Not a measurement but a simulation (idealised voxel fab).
You're looking at the process module voxel air gaps.
cross-section cut | 175 nm wide | cells 5 nm
A cross-section in this document is a grid of square cells, and it is written down as bands, the top band listed before the ones below it; a band is made up of one or more rows of cells. Band: top height; bottom height; in nm. Then, left to right: material with width in nm, for each material. "all across": a single material spanning edge to edge. "air": empty space. Heights from 0 (as-received wafer is one material below). Bottom band endless downward, as "0 nm and below". Width spec "30..40" -> top row of cells at first value, bottom row at second value, equal per-row change in between. Step note "left unchanged" = no cross-section cell changed. Any empty space of 8 cells or more lacking an open way to the top shows up in "Listed closed voids" as width x height at distance, distance from the left edge, in nm. Whatever follows a step's settings on its line is a remark the simulator itself makes about that step. overlay nm: where the mask lay relative to plan, measured to the right, on steps with a mask; negatives go left.

## plan
1: RECEIVE with material Si
2: CONFORMAL_DEP with material SiO2, thk nm 10
3: CONFORMAL_DEP with material SiN, thk nm 5
4: DIRECTIONAL_DEP with material SiO2, thk nm 35
5: DIRECTIONAL_DEP with material aC, thk nm 15
6: PATTERN with tone open, mask id LINES, material resist, width nm 25, pitch nm 50, thk nm 30, overlay nm 0
7: DIRECTIONAL_ETCH with etch materials aC, depth nm 15
8: STRIP with etch materials resist
9: DIRECTIONAL_ETCH with etch materials SiO2, depth nm 35
10: STRIP with etch materials aC
11: CONFORMAL_DEP with material TiN, thk nm 5
12: FILL_DEP with material Cu, thk nm 5
13: CMP with height nm 50
14: EPI with material Ru, thk nm 10
15: SELECTIVE_ETCH with etch materials SiO2, depth nm 45
16: CONFORMAL_DEP with material SiN, thk nm 5

## First of two wafers: run as planned

## Wafer at receipt (post step 1), cross-section
    0 nm and below: Si all across
    Listed closed voids: none

## Step 2 done - wafer cross-section
    10 nm to 0 nm: SiO2 all across
    Unchanged below 0.

## Step 3 done - wafer cross-section
    15 nm to 10 nm: SiN all across
    Unchanged below 10.

## Step 4 done - wafer cross-section
    50 nm to 15 nm: SiO2 all across
    Unchanged below 15.

## Step 5 done - wafer cross-section
    65 nm to 50 nm: aC all across
    Unchanged below 50.

## Step 6 done - wafer cross-section
    95 nm to 65 nm: resist (25) / air (25) / resist (25) / air (25) / resist (25) / air (25) / resist (25)
    Unchanged below 65.

## Step 7 done - wafer cross-section
    80 nm to 65 nm: resist (25) / air (25) / resist (25) / air (25) / resist (25) / air (25) / resist (25)
    65 nm to 50 nm: aC (25) / air (25) / aC (25) / air (25) / aC (25) / air (25) / aC (25)
    Unchanged below 50.

## Step 8 done - wafer cross-section
    65 nm to 50 nm: aC (25) / air (25) / aC (25) / air (25) / aC (25) / air (25) / aC (25)
    Unchanged below 50.

## Step 9 done - wafer cross-section
    65 nm to 50 nm: aC (25) / air (25) / aC (25) / air (25) / aC (25) / air (25) / aC (25)
    50 nm to 15 nm: SiO2 (25) / air (25) / SiO2 (25) / air (25) / SiO2 (25) / air (25) / SiO2 (25)
    Unchanged below 15.

## Step 10 done - wafer cross-section
    50 nm to 15 nm: SiO2 (25) / air (25) / SiO2 (25) / air (25) / SiO2 (25) / air (25) / SiO2 (25)
    Unchanged below 15.

## Step 11 done - wafer cross-section
    55 nm to 50 nm: TiN (30) / air (15) / TiN (35) / air (15) / TiN (35) / air (15) / TiN (30)
    50 nm to 20 nm: SiO2 (25) / TiN (5) / air (15) / TiN (5) / SiO2 (25) / TiN (5) / air (15) / TiN (5) / SiO2 (25) / TiN (5) / air (15) / TiN (5) / SiO2 (25)
    20 nm to 15 nm: SiO2 (25) / TiN (25) / SiO2 (25) / TiN (25) / SiO2 (25) / TiN (25) / SiO2 (25)
    Unchanged below 15.

## Step 12 done - wafer cross-section
    60 nm to 55 nm: Cu all across
    55 nm to 50 nm: TiN (30) / Cu (15) / TiN (35) / Cu (15) / TiN (35) / Cu (15) / TiN (30)
    50 nm to 20 nm: SiO2 (25) / TiN (5) / Cu (15) / TiN (5) / SiO2 (25) / TiN (5) / Cu (15) / TiN (5) / SiO2 (25) / TiN (5) / Cu (15) / TiN (5) / SiO2 (25)
    Unchanged below 20.

## Step 13 done - wafer cross-section
    50 nm to 20 nm: SiO2 (25) / TiN (5) / Cu (15) / TiN (5) / SiO2 (25) / TiN (5) / Cu (15) / TiN (5) / SiO2 (25) / TiN (5) / Cu (15) / TiN (5) / SiO2 (25)
    Unchanged below 20.

## Step 14 done - wafer cross-section
    60 nm to 50 nm: air (15) / Ru (45) / air (5) / Ru (45) / air (5) / Ru (45) / air (15)
    Unchanged below 50.

## Step 15 done - wafer cross-section
    60 nm to 50 nm: air (15) / Ru (45) / air (5) / Ru (45) / air (5) / Ru (45) / air (15)
    50 nm to 20 nm: air (25) / TiN (5) / Cu (15) / TiN (5) / air (25) / TiN (5) / Cu (15) / TiN (5) / air (25) / TiN (5) / Cu (15) / TiN (5) / air (25)
    20 nm to 15 nm: air (25) / TiN (25) / air (25) / TiN (25) / air (25) / TiN (25) / air (25)
    Unchanged below 15.

## Step 16 done - wafer cross-section
    65 nm to 60 nm: air (10) / SiN (155) / air (10)
    60 nm to 50 nm: air (10) / SiN (5) / Ru (45) / SiN (5) / Ru (45) / SiN (5) / Ru (45) / SiN (5) / air (10)
    50 nm to 45 nm: air (10) / SiN (15) / TiN (5) / Cu (15) / TiN (5) / SiN (25) / TiN (5) / Cu (15) / TiN (5) / SiN (25) / TiN (5) / Cu (15) / TiN (5) / SiN (15) / air (10)
    45 nm to 20 nm: air (20) / SiN (5) / TiN (5) / Cu (15) / TiN (5) / SiN (5) / air (15) / SiN (5) / TiN (5) / Cu (15) / TiN (5) / SiN (5) / air (15) / SiN (5) / TiN (5) / Cu (15) / TiN (5) / SiN (5) / air (20)
    20 nm to 15 nm: SiN (25) / TiN (25) / SiN (25) / TiN (25) / SiN (25) / TiN (25) / SiN (25)
    Unchanged below 15.
    Listed closed voids: 15 x 25 at 55; 15 x 25 at 105

## Second Wafer (Identical Start and Plan, One Processing Error; Matches First Wafer Through Step 1)

Here is the second wafer in cross-section at the point where step 2 of the plan should have been done: left unchanged

## Here is the second wafer in cross-section at the point where step 3 of the plan should have been done
    5 nm to 0 nm: SiN all across
    Unchanged below 0.

## Here is the second wafer in cross-section at the point where step 4 of the plan should have been done
    40 nm to 5 nm: SiO2 all across
    Unchanged below 5.

## Here is the second wafer in cross-section at the point where step 5 of the plan should have been done
    55 nm to 40 nm: aC all across
    Unchanged below 40.

## Here is the second wafer in cross-section at the point where step 6 of the plan should have been done
    85 nm to 55 nm: resist (25) / air (25) / resist (25) / air (25) / resist (25) / air (25) / resist (25)
    Unchanged below 55.

## Here is the second wafer in cross-section at the point where step 7 of the plan should have been done
    70 nm to 55 nm: resist (25) / air (25) / resist (25) / air (25) / resist (25) / air (25) / resist (25)
    55 nm to 40 nm: aC (25) / air (25) / aC (25) / air (25) / aC (25) / air (25) / aC (25)
    Unchanged below 40.

## Here is the second wafer in cross-section at the point where step 8 of the plan should have been done
    55 nm to 40 nm: aC (25) / air (25) / aC (25) / air (25) / aC (25) / air (25) / aC (25)
    Unchanged below 40.

## Here is the second wafer in cross-section at the point where step 9 of the plan should have been done
    55 nm to 40 nm: aC (25) / air (25) / aC (25) / air (25) / aC (25) / air (25) / aC (25)
    40 nm to 5 nm: SiO2 (25) / air (25) / SiO2 (25) / air (25) / SiO2 (25) / air (25) / SiO2 (25)
    Unchanged below 5.

## Here is the second wafer in cross-section at the point where step 10 of the plan should have been done
    40 nm to 5 nm: SiO2 (25) / air (25) / SiO2 (25) / air (25) / SiO2 (25) / air (25) / SiO2 (25)
    Unchanged below 5.

## Here is the second wafer in cross-section at the point where step 11 of the plan should have been done
    45 nm to 40 nm: TiN (30) / air (15) / TiN (35) / air (15) / TiN (35) / air (15) / TiN (30)
    40 nm to 10 nm: SiO2 (25) / TiN (5) / air (15) / TiN (5) / SiO2 (25) / TiN (5) / air (15) / TiN (5) / SiO2 (25) / TiN (5) / air (15) / TiN (5) / SiO2 (25)
    10 nm to 5 nm: SiO2 (25) / TiN (25) / SiO2 (25) / TiN (25) / SiO2 (25) / TiN (25) / SiO2 (25)
    Unchanged below 5.

## Here is the second wafer in cross-section at the point where step 12 of the plan should have been done
    50 nm to 45 nm: Cu all across
    45 nm to 40 nm: TiN (30) / Cu (15) / TiN (35) / Cu (15) / TiN (35) / Cu (15) / TiN (30)
    40 nm to 10 nm: SiO2 (25) / TiN (5) / Cu (15) / TiN (5) / SiO2 (25) / TiN (5) / Cu (15) / TiN (5) / SiO2 (25) / TiN (5) / Cu (15) / TiN (5) / SiO2 (25)
    Unchanged below 10.

Here is the second wafer in cross-section at the point where step 13 of the plan should have been done: left unchanged

## Here is the second wafer in cross-section at the point where step 14 of the plan should have been done
    60 nm to 50 nm: Ru all across
    Unchanged below 50.

Here is the second wafer in cross-section at the point where step 15 of the plan should have been done: left unchanged

## Here is the second wafer in cross-section at the point where step 16 of the plan should have been done
    65 nm to 60 nm: SiN all across
    Unchanged below 60.
Short version of what went wrong: plan step 2: skipped, not run
Per the end-of-run cell counts, the second wafer holds more or fewer of some materials than the first: +44 Cu, +16 Ru, -70 SiN, +70 SiO2, +26 TiN
Closed void count at end of process - first wafer: 2; second wafer: 0.
